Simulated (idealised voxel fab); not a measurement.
A process module follows: voxel fin reveal.
Cross-section cut: width 235 nm, square cells of 5 nm.
Notation: cross-section as square-cell grid; stated in bands, top first, going down; one or more cell rows per band. The band entry comprises the height of the band's top followed by the height of its bottom, expressed in nm, and subsequently the band's materials from left to right, each stated together with its width in nm. Where a single material is marked with the word "edge to edge", that material fills the band from edge to edge. The word "blank" represents empty space. Heights are measured from 0, the level below which the as-received wafer is all one material; the lowest band has no bottom and continues downward, written as in "0 and below". When a width is written as two numbers, as in "30->40", the first number is the width in the top row of cells of the band and the second is the width in its bottom row, and the width changes by the same amount from each row to the next. A step reported as "no alteration" is a step in which no cell of the cross-section changed. "Sealed void listing": sealed empty spaces, 8 cells or more, no open way to top, listed width x height at distance, with distance from the left edge and width, height and distance in nm. If you see something after the settings on a step's line, that's the simulator's own remark about that step. Steps that use a mask can have "overlay nm" on their line. It says how far the mask sat to the right of where it was meant to be. Negative means to the left.

So here's the lineup of process steps we planned:
1. RECEIVE with material Si
2. CONFORMAL_DEP with material SiN, thk nm 5
3. PATTERN with tone cover, mask id FINS, material resist, width nm 15, pitch nm 40, thk nm 20, overlay nm 0
4. DIRECTIONAL_ETCH with etch materials SiN, depth nm 5
5. DIRECTIONAL_ETCH with etch materials Si, depth nm 35
6. STRIP with etch materials resist
7. OXIDIZE with depth nm 5
8. FILL_DEP with material SiO2, thk nm 5
9. CMP with height nm 5
10. SELECTIVE_ETCH with etch materials SiO2, depth nm 15
11. STRIP with etch materials SiN
12. CONFORMAL_DEP with material SiO2, thk nm 5
Wafers differ in thk nm at step 12; plan lists the first wafer's value; identical starting state.

As-received state after step 1, first of several wafers, cross-section:
* 0 and below = Si edge to edge
* Sealed void listing: none

Module finished, last step 12 done: cross-section of the first of several wafers:
* 5 down to 0 = 50 of blank, 15 of SiO2, 25 of blank, 15 of SiO2, 25 of blank, 15 of SiO2, 25 of blank, 15 of SiO2, 50 of blank
* 0 down to -5 = 50 of blank, 5 of SiO2, 5 of Si, 5 of SiO2, 25 of blank, 5 of SiO2, 5 of Si, 5 of SiO2, 25 of blank, 5 of SiO2, 5 of Si, 5 of SiO2, 25 of blank, 5 of SiO2, 5 of Si, 5 of SiO2, 50 of blank
* -5 down to -40 = 55 of SiO2, 5 of Si, 35 of SiO2, 5 of Si, 35 of SiO2, 5 of Si, 35 of SiO2, 5 of Si, 55 of SiO2
* -40 and below = Si edge to edge
* Sealed void listing: none

Here we cross-sectioned the last of the wafers once the module was done:
* 20 down to 10 = 35 of blank, 165 of SiO2, 35 of blank
* 10 down to 0 = SiO2 edge to edge
* 0 down to -40 = 55 of SiO2, 5 of Si, 35 of SiO2, 5 of Si, 35 of SiO2, 5 of Si, 35 of SiO2, 5 of Si, 55 of SiO2
* -40 and below = Si edge to edge
* Sealed void listing: none

Basically each wafer gets a line in the table, showing it at the end of the module: material by material, the cells it gained (+) or lost (-) since we got it, then its closed voids:
thk nm 5; -344 Si; +321 SiO2; Sealed void listing: none
thk nm 10; -344 Si; +384 SiO2; Sealed void listing: none
thk nm 15; -344 Si; +447 SiO2; Sealed void listing: none
thk nm 20; -344 Si; +504 SiO2; Sealed void listing: none
